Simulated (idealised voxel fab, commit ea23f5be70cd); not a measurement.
process module | voxel fin reveal
cross-section cut | 300 nm wide | cells 5 nm
A cross-section is a grid of square cells, given in bands from the top down. A band is one or more rows of cells.
Each band's line starts with the height of the band's top and of its bottom, in nm. Then come its materials from left to right, each with its width in nm. One material with "throughout" fills the band from edge to edge. "air" is empty space.
Height 0 is the level under which the wafer as received is all one material. The lowest band goes on downwards, as in "0 down".
A width such as "30 to 40" changes by the same amount from each row of cells to the next, from the band's top row to its bottom row.
"no change" after a step means that no cell of the cross-section changed.
closed voids: empty space of 8 cells or more with no open way to the top, each as width x height at its distance from the left edge, in nm
after a step's settings: what the simulator itself notes on the step
overlay nm, on a step with a mask: how far to the right of its planned place the mask lay; to the left if negative
Each pair below shows a cross-section before one step and the cross-section after it, down to the lowest band that changed. The line under each pair gives the step between them, with its settings. The pairs can come from different runs of this module on the same starting wafer, so a pair continues from the pair above only where its "before" says so.
before
  0 down: Si throughout
  closed voids: none
after
  10 to 0: SiN throughout
  below 0: unchanged
  closed voids: none
the step between: op CONFORMAL_DEP | material SiN | thk nm 10
before: the cross-section after the pair above
after
  10 to 0: air 90 | SiN 15 | air 20 | SiN 15 | air 20 | SiN 15 | air 20 | SiN 15 | air 90
  below 0: unchanged
  closed voids: none
the step between: op MASKED_ETCH | tone cover | mask id FINS | width nm 15 | pitch nm 35 | etch materials SiN | depth nm 10 | overlay nm 0
before: the cross-section after the pair above
after
  10 to 0: air 90 | SiN 15 | air 20 | SiN 15 | air 20 | SiN 15 | air 20 | SiN 15 | air 90
  0 to -30: air 90 | Si 15 | air 20 | Si 15 | air 20 | Si 15 | air 20 | Si 15 | air 90
  below -30: unchanged
  closed voids: none
the step between: op MASKED_ETCH | tone cover | mask id FINS | width nm 15 | pitch nm 35 | etch materials Si | depth nm 30 | overlay nm 0
before: the cross-section after the pair above
after
  10 to 0: air 90 | SiN 15 | air 20 | SiN 15 | air 20 | SiN 15 | air 20 | SiN 15 | air 90
  0 to -30: air 90 | SiO2 5 | Si 5 | SiO2 5 | air 20 | SiO2 5 | Si 5 | SiO2 5 | air 20 | SiO2 5 | Si 5 | SiO2 5 | air 20 | SiO2 5 | Si 5 | SiO2 5 | air 90
  -30 to -35: SiO2 95 | Si 5 | SiO2 30 | Si 5 | SiO2 30 | Si 5 | SiO2 30 | Si 5 | SiO2 95
  below -35: unchanged
  closed voids: none
the step between: op OXIDIZE | depth nm 5
before: the cross-section after the pair above
after
  20 to 10: SiO2 throughout
  10 to 0: SiO2 90 | SiN 15 | SiO2 20 | SiN 15 | SiO2 20 | SiN 15 | SiO2 20 | SiN 15 | SiO2 90
  0 to -35: SiO2 95 | Si 5 | SiO2 30 | Si 5 | SiO2 30 | Si 5 | SiO2 30 | Si 5 | SiO2 95
  below -35: unchanged
  closed voids: none
the step between: op FILL_DEP | material SiO2 | thk nm 10
before: the cross-section after the pair above
after
  10 to 0: SiO2 90 | SiN 15 | SiO2 20 | SiN 15 | SiO2 20 | SiN 15 | SiO2 20 | SiN 15 | SiO2 90
  below 0: unchanged
  closed voids: none
the step between: op CMP | height nm 10
before: the cross-section after the pair above
after
  10 to 0: air 90 | SiN 15 | air 20 | SiN 15 | air 20 | SiN 15 | air 20 | SiN 15 | air 90
  0 to -15: air 95 | Si 5 | air 30 | Si 5 | air 30 | Si 5 | air 30 | Si 5 | air 95
  below -15: unchanged
  closed voids: none
the step between: op SELECTIVE_ETCH | etch materials SiO2 | depth nm 25
before: the cross-section after the pair above
after
  0 to -15: air 95 | Si 5 | air 30 | Si 5 | air 30 | Si 5 | air 30 | Si 5 | air 95
  below -15: unchanged
  closed voids: none
the step between: op STRIP | etch materials SiN
before
  10 to 0: air 90 | SiN 15 | air 20 | SiN 15 | air 20 | SiN 15 | air 20 | SiN 15 | air 90
  0 to -30: air 90 | Si 15 | air 20 | Si 15 | air 20 | Si 15 | air 20 | Si 15 | air 90
  -30 down: Si throughout
  closed voids: none
after
  10 to 0: air 90 | SiN 15 | air 20 | SiN 15 | air 20 | SiN 15 | air 20 | SiN 15 | air 90
  0 to -60: air 90 | Si 15 | air 20 | Si 15 | air 20 | Si 15 | air 20 | Si 15 | air 90
  below -60: unchanged
  closed voids: none
the step between: op MASKED_ETCH | tone cover | mask id FINS | width nm 15 | pitch nm 35 | etch materials Si | depth nm 30 | overlay nm 0
before: the cross-section after the pair above
after
  10 to 0: air 90 | SiN 15 | air 20 | SiN 15 | air 20 | SiN 15 | air 20 | SiN 15 | air 90
  0 to -60: air 90 | SiO2 5 | Si 5 | SiO2 5 | air 20 | SiO2 5 | Si 5 | SiO2 5 | air 20 | SiO2 5 | Si 5 | SiO2 5 | air 20 | SiO2 5 | Si 5 | SiO2 5 | air 90
  -60 to -65: SiO2 95 | Si 5 | SiO2 30 | Si 5 | SiO2 30 | Si 5 | SiO2 30 | Si 5 | SiO2 95
  below -65: unchanged
  closed voids: none
the step between: op OXIDIZE | depth nm 5
before: the cross-section after the pair above
after
  20 to 10: SiO2 throughout
  10 to 0: SiO2 90 | SiN 15 | SiO2 20 | SiN 15 | SiO2 20 | SiN 15 | SiO2 20 | SiN 15 | SiO2 90
  0 to -65: SiO2 95 | Si 5 | SiO2 30 | Si 5 | SiO2 30 | Si 5 | SiO2 30 | Si 5 | SiO2 95
  below -65: unchanged
  closed voids: none
the step between: op FILL_DEP | material SiO2 | thk nm 10
before: the cross-section after the pair above
after
  10 to 0: SiO2 90 | SiN 15 | SiO2 20 | SiN 15 | SiO2 20 | SiN 15 | SiO2 20 | SiN 15 | SiO2 90
  below 0: unchanged
  closed voids: none
the step between: op CMP | height nm 10
before: the cross-section after the pair above
after
  10 to 0: air 90 | SiN 15 | air 20 | SiN 15 | air 20 | SiN 15 | air 20 | SiN 15 | air 90
  0 to -15: air 95 | Si 5 | air 30 | Si 5 | air 30 | Si 5 | air 30 | Si 5 | air 95
  below -15: unchanged
  closed voids: none
the step between: op SELECTIVE_ETCH | etch materials SiO2 | depth nm 25
before: the cross-section after the pair above
after
  0 to -15: air 95 | Si 5 | air 30 | Si 5 | air 30 | Si 5 | air 30 | Si 5 | air 95
  below -15: unchanged
  closed voids: none
the step between: op STRIP | etch materials SiN
before
  10 to 0: SiO2 90 | SiN 15 | SiO2 20 | SiN 15 | SiO2 20 | SiN 15 | SiO2 20 | SiN 15 | SiO2 90
  0 to -35: SiO2 95 | Si 5 | SiO2 30 | Si 5 | SiO2 30 | Si 5 | SiO2 30 | Si 5 | SiO2 95
  -35 down: Si throughout
  closed voids: none
after
  10 to 0: SiO2 90 | air 15 | SiO2 20 | air 15 | SiO2 20 | air 15 | SiO2 20 | air 15 | SiO2 90
  below 0: unchanged
  closed voids: none
the step between: op STRIP | etch materials SiN
before: the cross-section after the pair above
after
  0 to -15: air 95 | Si 5 | air 30 | Si 5 | air 30 | Si 5 | air 30 | Si 5 | air 95
  -15 to -25: SiO2 65 | air 30 | Si 5 | air 30 | Si 5 | air 30 | Si 5 | air 30 | Si 5 | air 30 | SiO2 65
  below -25: unchanged
  closed voids: none
the step between: op SELECTIVE_ETCH | etch materials SiO2 | depth nm 25
before
  10 to 0: air 90 | SiN 15 | air 20 | SiN 15 | air 20 | SiN 15 | air 20 | SiN 15 | air 90
  0 down: Si throughout
  closed voids: none
after
  10 to 0: air 90 | SiN 15 | air 20 | SiN 15 | air 20 | SiN 15 | air 20 | SiN 15 | air 90
  0 to -25: air 90 | Si 15 | air 20 | Si 15 | air 20 | Si 15 | air 20 | Si 15 | air 90
  below -25: unchanged
  closed voids: none
the step between: op MASKED_ETCH | tone cover | mask id FINS | width nm 15 | pitch nm 35 | etch materials Si | depth nm 25 | overlay nm 0
before: the cross-section after the pair above
after
  10 to 0: air 90 | SiN 15 | air 20 | SiN 15 | air 20 | SiN 15 | air 20 | SiN 15 | air 90
  0 to -25: air 90 | SiO2 5 | Si 5 | SiO2 5 | air 20 | SiO2 5 | Si 5 | SiO2 5 | air 20 | SiO2 5 | Si 5 | SiO2 5 | air 20 | SiO2 5 | Si 5 | SiO2 5 | air 90
  -25 to -30: SiO2 95 | Si 5 | SiO2 30 | Si 5 | SiO2 30 | Si 5 | SiO2 30 | Si 5 | SiO2 95
  below -30: unchanged
  closed voids: none
the step between: op OXIDIZE | depth nm 5
before: the cross-section after the pair above
after
  20 to 10: SiO2 throughout
  10 to 0: SiO2 90 | SiN 15 | SiO2 20 | SiN 15 | SiO2 20 | SiN 15 | SiO2 20 | SiN 15 | SiO2 90
  0 to -30: SiO2 95 | Si 5 | SiO2 30 | Si 5 | SiO2 30 | Si 5 | SiO2 30 | Si 5 | SiO2 95
  below -30: unchanged
  closed voids: none
the step between: op FILL_DEP | material SiO2 | thk nm 10
before: the cross-section after the pair above
after
  10 to 0: SiO2 90 | SiN 15 | SiO2 20 | SiN 15 | SiO2 20 | SiN 15 | SiO2 20 | SiN 15 | SiO2 90
  below 0: unchanged
  closed voids: none
the step between: op CMP | height nm 10
before: the cross-section after the pair above
after
  10 to 0: air 90 | SiN 15 | air 20 | SiN 15 | air 20 | SiN 15 | air 20 | SiN 15 | air 90
  0 to -15: air 95 | Si 5 | air 30 | Si 5 | air 30 | Si 5 | air 30 | Si 5 | air 95
  below -15: unchanged
  closed voids: none
the step between: op SELECTIVE_ETCH | etch materials SiO2 | depth nm 25
before: the cross-section after the pair above
after
  0 to -15: air 95 | Si 5 | air 30 | Si 5 | air 30 | Si 5 | air 30 | Si 5 | air 95
  below -15: unchanged
  closed voids: none
the step between: op STRIP | etch materials SiN
before
  10 to 0: SiN throughout
  0 down: Si throughout
  closed voids: none
after
  10 to 0: air 90 | SiN 20 | air 15 | SiN 20 | air 15 | SiN 20 | air 15 | SiN 20 | air 85
  below 0: unchanged
  closed voids: none
the step between: op MASKED_ETCH | tone cover | mask id FINS | width nm 20 | pitch nm 35 | etch materials SiN | depth nm 10 | overlay nm 0
before: the cross-section after the pair above
after
  10 to 0: air 90 | SiN 20 | air 15 | SiN 20 | air 15 | SiN 20 | air 15 | SiN 20 | air 85
  0 to -30: air 90 | Si 20 | air 15 | Si 20 | air 15 | Si 20 | air 15 | Si 20 | air 85
  below -30: unchanged
  closed voids: none
the step between: op MASKED_ETCH | tone cover | mask id FINS | width nm 15 | pitch nm 35 | etch materials Si | depth nm 30 | overlay nm 0
before: the cross-section after the pair above
after
  10 to 0: air 90 | SiN 20 | air 15 | SiN 20 | air 15 | SiN 20 | air 15 | SiN 20 | air 85
  0 to -30: air 90 | SiO2 5 | Si 10 | SiO2 5 | air 15 | SiO2 5 | Si 10 | SiO2 5 | air 15 | SiO2 5 | Si 10 | SiO2 5 | air 15 | SiO2 5 | Si 10 | SiO2 5 | air 85
  -30 to -35: SiO2 95 | Si 10 | SiO2 25 | Si 10 | SiO2 25 | Si 10 | SiO2 25 | Si 10 | SiO2 90
  below -35: unchanged
  closed voids: none
the step between: op OXIDIZE | depth nm 5
before: the cross-section after the pair above
after
  20 to 10: SiO2 throughout
  10 to 0: SiO2 90 | SiN 20 | SiO2 15 | SiN 20 | SiO2 15 | SiN 20 | SiO2 15 | SiN 20 | SiO2 85
  0 to -35: SiO2 95 | Si 10 | SiO2 25 | Si 10 | SiO2 25 | Si 10 | SiO2 25 | Si 10 | SiO2 90
  below -35: unchanged
  closed voids: none
the step between: op FILL_DEP | material SiO2 | thk nm 10
before: the cross-section after the pair above
after
  10 to 0: SiO2 90 | SiN 20 | SiO2 15 | SiN 20 | SiO2 15 | SiN 20 | SiO2 15 | SiN 20 | SiO2 85
  below 0: unchanged
  closed voids: none
the step between: op CMP | height nm 10
before: the cross-section after the pair above
after
  10 to 0: air 90 | SiN 20 | air 15 | SiN 20 | air 15 | SiN 20 | air 15 | SiN 20 | air 85
  0 to -15: air 95 | Si 10 | air 25 | Si 10 | air 25 | Si 10 | air 25 | Si 10 | air 90
  below -15: unchanged
  closed voids: none
the step between: op SELECTIVE_ETCH | etch materials SiO2 | depth nm 25
before: the cross-section after the pair above
after
  0 to -15: air 95 | Si 10 | air 25 | Si 10 | air 25 | Si 10 | air 25 | Si 10 | air 90
  below -15: unchanged
  closed voids: none
the step between: op STRIP | etch materials SiN
before
  10 to 0: air 90 | SiN 15 | air 20 | SiN 15 | air 20 | SiN 15 | air 20 | SiN 15 | air 90
  0 down: Si throughout
  closed voids: none
after
  10 to 0: air 90 | SiN 15 | air 20 | SiN 15 | air 20 | SiN 15 | air 20 | SiN 15 | air 90
  0 to -30: air 80 | Si 25 | air 10 | Si 25 | air 10 | Si 25 | air 10 | Si 25 | air 90
  below -30: unchanged
  closed voids: none
the step between: op MASKED_ETCH | tone cover | mask id FINS | width nm 15 | pitch nm 35 | etch materials Si | depth nm 30 | overlay nm -10
before: the cross-section after the pair above
after
  10 to 0: air 90 | SiN 15 | air 20 | SiN 15 | air 20 | SiN 15 | air 20 | SiN 15 | air 90
  0 to -5: air 80 | SiO2 15 | Si 5 | SiO2 5 | air 10 | SiO2 15 | Si 5 | SiO2 5 | air 10 | SiO2 15 | Si 5 | SiO2 5 | air 10 | SiO2 15 | Si 5 | SiO2 5 | air 90
  -5 to -30: air 80 | SiO2 5 | Si 15 | SiO2 5 | air 10 | SiO2 5 | Si 15 | SiO2 5 | air 10 | SiO2 5 | Si 15 | SiO2 5 | air 10 | SiO2 5 | Si 15 | SiO2 5 | air 90
  -30 to -35: SiO2 85 | Si 15 | SiO2 20 | Si 15 | SiO2 20 | Si 15 | SiO2 20 | Si 15 | SiO2 95
  below -35: unchanged
  closed voids: none
the step between: op OXIDIZE | depth nm 5
before: the cross-section after the pair above
after
  20 to 10: SiO2 throughout
  10 to 0: SiO2 90 | SiN 15 | SiO2 20 | SiN 15 | SiO2 20 | SiN 15 | SiO2 20 | SiN 15 | SiO2 90
  0 to -5: SiO2 95 | Si 5 | SiO2 30 | Si 5 | SiO2 30 | Si 5 | SiO2 30 | Si 5 | SiO2 95
  -5 to -35: SiO2 85 | Si 15 | SiO2 20 | Si 15 | SiO2 20 | Si 15 | SiO2 20 | Si 15 | SiO2 95
  below -35: unchanged
  closed voids: none
the step between: op FILL_DEP | material SiO2 | thk nm 10
before: the cross-section after the pair above
after
  10 to 0: SiO2 90 | SiN 15 | SiO2 20 | SiN 15 | SiO2 20 | SiN 15 | SiO2 20 | SiN 15 | SiO2 90
  below 0: unchanged
  closed voids: none
the step between: op CMP | height nm 10
before: the cross-section after the pair above
after
  10 to 0: air 90 | SiN 15 | air 20 | SiN 15 | air 20 | SiN 15 | air 20 | SiN 15 | air 90
  0 to -5: air 95 | Si 5 | air 30 | Si 5 | air 30 | Si 5 | air 30 | Si 5 | air 95
  -5 to -15: air 85 | Si 15 | air 20 | Si 15 | air 20 | Si 15 | air 20 | Si 15 | air 95
  below -15: unchanged
  closed voids: none
the step between: op SELECTIVE_ETCH | etch materials SiO2 | depth nm 25
before: the cross-section after the pair above
after
  0 to -5: air 95 | Si 5 | air 30 | Si 5 | air 30 | Si 5 | air 30 | Si 5 | air 95
  below -5: unchanged
  closed voids: none
the step between: op STRIP | etch materials SiN
before
  10 to 0: air 90 | SiN 15 | air 20 | SiN 15 | air 20 | SiN 15 | air 20 | SiN 15 | air 90
  0 to -30: air 90 | SiO2 5 | Si 5 | SiO2 5 | air 20 | SiO2 5 | Si 5 | SiO2 5 | air 20 | SiO2 5 | Si 5 | SiO2 5 | air 20 | SiO2 5 | Si 5 | SiO2 5 | air 90
  -30 to -35: SiO2 95 | Si 5 | SiO2 30 | Si 5 | SiO2 30 | Si 5 | SiO2 30 | Si 5 | SiO2 95
  -35 down: Si throughout
  closed voids: none
after
  20 to 0: SiN throughout
  0 to -30: SiN 90 | SiO2 5 | Si 5 | SiO2 5 | SiN 20 | SiO2 5 | Si 5 | SiO2 5 | SiN 20 | SiO2 5 | Si 5 | SiO2 5 | SiN 20 | SiO2 5 | Si 5 | SiO2 5 | SiN 90
  below -30: unchanged
  closed voids: none
the step between: op FILL_DEP | material SiN | thk nm 10
before: the cross-section after the pair above
after
  10 to 0: SiN throughout
  below 0: unchanged
  closed voids: none
the step between: op CMP | height nm 10
before: the cross-section after the pair above
after
  0 to -30: air 90 | SiO2 5 | Si 5 | SiO2 5 | air 20 | SiO2 5 | Si 5 | SiO2 5 | air 20 | SiO2 5 | Si 5 | SiO2 5 | air 20 | SiO2 5 | Si 5 | SiO2 5 | air 90
  below -30: unchanged
  closed voids: none
the step between: op STRIP | etch materials SiN
before
  10 to 0: SiN throughout
  0 down: Si throughout
  closed voids: none
after
  10 to 0: SiN 90 | air 15 | SiN 20 | air 15 | SiN 20 | air 15 | SiN 20 | air 15 | SiN 90
  below 0: unchanged
  closed voids: none
the step between: op MASKED_ETCH | tone open | mask id FINS | width nm 15 | pitch nm 35 | etch materials SiN | depth nm 10 | overlay nm 0
before: the cross-section after the pair above
after
  10 to 0: SiN 90 | air 15 | SiN 20 | air 15 | SiN 20 | air 15 | SiN 20 | air 15 | SiN 90
  0 to -5: Si 85 | SiO2 25 | Si 10 | SiO2 25 | Si 10 | SiO2 25 | Si 10 | SiO2 25 | Si 85
  below -5: unchanged
  closed voids: none
the step between: op OXIDIZE | depth nm 5
before: the cross-section after the pair above
after
  20 to 10: SiO2 throughout
  10 to 0: SiN 90 | SiO2 15 | SiN 20 | SiO2 15 | SiN 20 | SiO2 15 | SiN 20 | SiO2 15 | SiN 90
  below 0: unchanged
  closed voids: none
the step between: op FILL_DEP | material SiO2 | thk nm 10
before: the cross-section after the pair above
after
  10 to 0: SiN 90 | SiO2 15 | SiN 20 | SiO2 15 | SiN 20 | SiO2 15 | SiN 20 | SiO2 15 | SiN 90
  below 0: unchanged
  closed voids: none
the step between: op CMP | height nm 10
before: the cross-section after the pair above
after
  10 to 0: SiN 90 | air 15 | SiN 20 | air 15 | SiN 20 | air 15 | SiN 20 | air 15 | SiN 90
  0 to -5: Si 85 | air 25 | Si 10 | air 25 | Si 10 | air 25 | Si 10 | air 25 | Si 85
  below -5: unchanged
  closed voids: none
the step between: op SELECTIVE_ETCH | etch materials SiO2 | depth nm 25
before: the cross-section after the pair above
after
  0 to -5: Si 85 | air 25 | Si 10 | air 25 | Si 10 | air 25 | Si 10 | air 25 | Si 85
  below -5: unchanged
  closed voids: none
the step between: op STRIP | etch materials SiN
